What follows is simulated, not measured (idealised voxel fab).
process module | voxel wiring stack
Cross-section cut: width 190 nm, square cells of 5 nm.
This document writes a cross-section as a grid whose cells are square, and gives it as bands, listed from the top down; one or more rows of cells form a band. The band entry comprises the height of the band's top followed by the height of its bottom, expressed in nm, and subsequently the band's materials from left to right, each stated together with its width in nm. Where a single material is marked with the word "all across", that material fills the band from edge to edge. The word "blank" represents empty space. The reference from which all heights are counted is 0, the level beneath which the as-received wafer is entirely one material; the lowest band, having no lower bound, proceeds downward and is written after the example "z 0 and below". A width such as "30 to 40" changes by the same amount from each row of cells to the next, from the band's top row to its bottom row. "nothing was modified" means the step left every cell of the cross-section as it was. "Closed internal cavities": empty spaces of 8 cells or more with no open way to the top, each given as width x height at distance, distance from the left edge, all in nm. Past the settings on a step's line: simulator remark, on that step. The "overlay nm" setting may appear on a step's line; for a step that uses a mask, it gives how far to the right of its planned position the mask lay, and a negative value indicates the left.
### Below is the list of planned process steps
1,op RECEIVE | material Si
2,op CONFORMAL_DEP | material SiO2 | thk nm 10
3,op DIRECTIONAL_DEP | material TiN | thk nm 5
4,op DIRECTIONAL_DEP | material Ru | thk nm 25
5,op PATTERN | tone cover | mask id METAL_1 | material resist | width nm 25 | pitch nm 40 | thk nm 15 | overlay nm 0
6,op DIRECTIONAL_ETCH | etch materials Ru | depth nm 25
7,op DIRECTIONAL_ETCH | etch materials TiN | depth nm 5
8,op STRIP | etch materials resist
9,op CONFORMAL_DEP | material SiCN | thk nm 5
10,op FILL_DEP | material SiO2 | thk nm 10
11,op CMP | height nm 40
12,op CONFORMAL_DEP | material SiCN | thk nm 5
13,op DIRECTIONAL_DEP | material SiO2 | thk nm 10
14,op MASKED_ETCH | tone open | mask id PLUG_1 | width nm 15 | pitch nm 40 | etch materials SiO2 | depth nm 10 | overlay nm -15
15,op MASKED_ETCH | tone open | mask id PLUG_1 | width nm 15 | pitch nm 40 | etch materials SiCN | depth nm 5 | overlay nm 0
16,op CONFORMAL_DEP | material TiN | thk nm 5
17,op FILL_DEP | material W | thk nm 10
18,op CMP | height nm 55
19,op CONFORMAL_DEP | material SiN | thk nm 5
20,op DIRECTIONAL_DEP | material SiO2 | thk nm 20
21,op DIRECTIONAL_DEP | material aC | thk nm 15
22,op PATTERN | tone open | mask id METAL_2 | material resist | width nm 25 | pitch nm 40 | thk nm 30 | overlay nm 0
23,op DIRECTIONAL_ETCH | etch materials aC | depth nm 15
24,op STRIP | etch materials resist
25,op DIRECTIONAL_ETCH | etch materials SiO2 | depth nm 20
26,op DIRECTIONAL_ETCH | etch materials SiN | depth nm 5
27,op STRIP | etch materials aC
28,op CONFORMAL_DEP | material TiN | thk nm 5
29,op FILL_DEP | material Cu | thk nm 10
30,op CMP | height nm 80
31,op EPI | material Ru | thk nm 5
32,op FILL_DEP | material SiCN | thk nm 5
Heads up: all these wafers start the same, and what changes between them is the overlay nm in step 14. The value you see in the plan is just what the first wafer got.
### The first of several wafers, as received after step 1, seen in section
    z 0 and below  Si all across
    Closed internal cavities: none
### First of several wafers: cross-section at the end of the module, after step 32, its last step
    z 90 to 85  SiCN all across
    z 85 to 80  SiCN (35); Ru (35); SiCN (5); Ru (35); SiCN (5); Ru (35); SiCN (40)
    z 80 to 60  SiO2 (40); TiN (5); Cu (15); TiN (5); SiO2 (15); TiN (5); Cu (15); TiN (5); SiO2 (15); TiN (5); Cu (15); TiN (5); SiO2 (45)
    z 60 to 55  SiN (40); TiN (25); SiN (15); TiN (25); SiN (15); TiN (25); SiN (45)
    z 55 to 50  SiO2 (25); TiN (5); W (5); TiN (5); SiO2 (25); TiN (5); W (5); TiN (5); SiO2 (25); TiN (5); W (5); TiN (5); SiO2 (70)
    z 50 to 45  SiO2 (25); TiN (15); SiO2 (25); TiN (15); SiO2 (25); TiN (15); SiO2 (70)
    z 45 to 40  SiCN all across
    z 40 to 15  SiO2 (35); SiCN (5); Ru (25); SiCN (5); SiO2 (5); SiCN (5); Ru (25); SiCN (5); SiO2 (5); SiCN (5); Ru (25); SiCN (5); SiO2 (40)
    z 15 to 10  SiCN (40); TiN (25); SiCN (15); TiN (25); SiCN (15); TiN (25); SiCN (45)
    z 10 to 0  SiO2 all across
    z 0 and below  Si all across
    Closed internal cavities: none
### A cross-section through the last wafer at the close of the module
    z 90 to 85  SiCN all across
    z 85 to 80  SiCN (35); Ru (35); SiCN (5); Ru (35); SiCN (5); Ru (35); SiCN (40)
    z 80 to 60  SiO2 (40); TiN (5); Cu (15); TiN (5); SiO2 (15); TiN (5); Cu (15); TiN (5); SiO2 (15); TiN (5); Cu (15); TiN (5); SiO2 (45)
    z 60 to 55  SiN (40); TiN (25); SiN (15); TiN (25); SiN (15); TiN (25); SiN (45)
    z 55 to 50  SiO2 (55); TiN (5); W (5); TiN (5); SiO2 (25); TiN (5); W (5); TiN (5); SiO2 (25); TiN (5); W (5); TiN (5); SiO2 (40)
    z 50 to 45  SiO2 (55); TiN (15); SiO2 (25); TiN (15); SiO2 (25); TiN (15); SiO2 (40)
    z 45 to 40  SiCN all across
    z 40 to 15  SiO2 (35); SiCN (5); Ru (25); SiCN (5); SiO2 (5); SiCN (5); Ru (25); SiCN (5); SiO2 (5); SiCN (5); Ru (25); SiCN (5); SiO2 (40)
    z 15 to 10  SiCN (40); TiN (25); SiCN (15); TiN (25); SiCN (15); TiN (25); SiCN (45)
    z 10 to 0  SiO2 all across
    z 0 and below  Si all across
    Closed internal cavities: none
### Per wafer, end of module: cells gained (+) or lost (-) per material since receipt, then closed voids
overlay nm -15, +36 Cu, +96 Ru, +146 SiCN, +23 SiN, +311 SiO2, +69 TiN, +3 W, Closed internal cavities: none
overlay nm -10, +36 Cu, +96 Ru, +143 SiCN, +23 SiN, +311 SiO2, +72 TiN, +3 W, Closed internal cavities: none
overlay nm -5, +36 Cu, +96 Ru, +140 SiCN, +23 SiN, +311 SiO2, +75 TiN, +3 W, Closed internal cavities: none
overlay nm 0, +36 Cu, +96 Ru, +137 SiCN, +23 SiN, +311 SiO2, +75 TiN, +6 W, Closed internal cavities: none
overlay nm 5, +36 Cu, +96 Ru, +140 SiCN, +23 SiN, +311 SiO2, +75 TiN, +3 W, Closed internal cavities: none
overlay nm 10, +36 Cu, +96 Ru, +143 SiCN, +23 SiN, +311 SiO2, +72 TiN, +3 W, Closed internal cavities: none
overlay nm 15, +36 Cu, +96 Ru, +146 SiCN, +23 SiN, +311 SiO2, +69 TiN, +3 W, Closed internal cavities: none
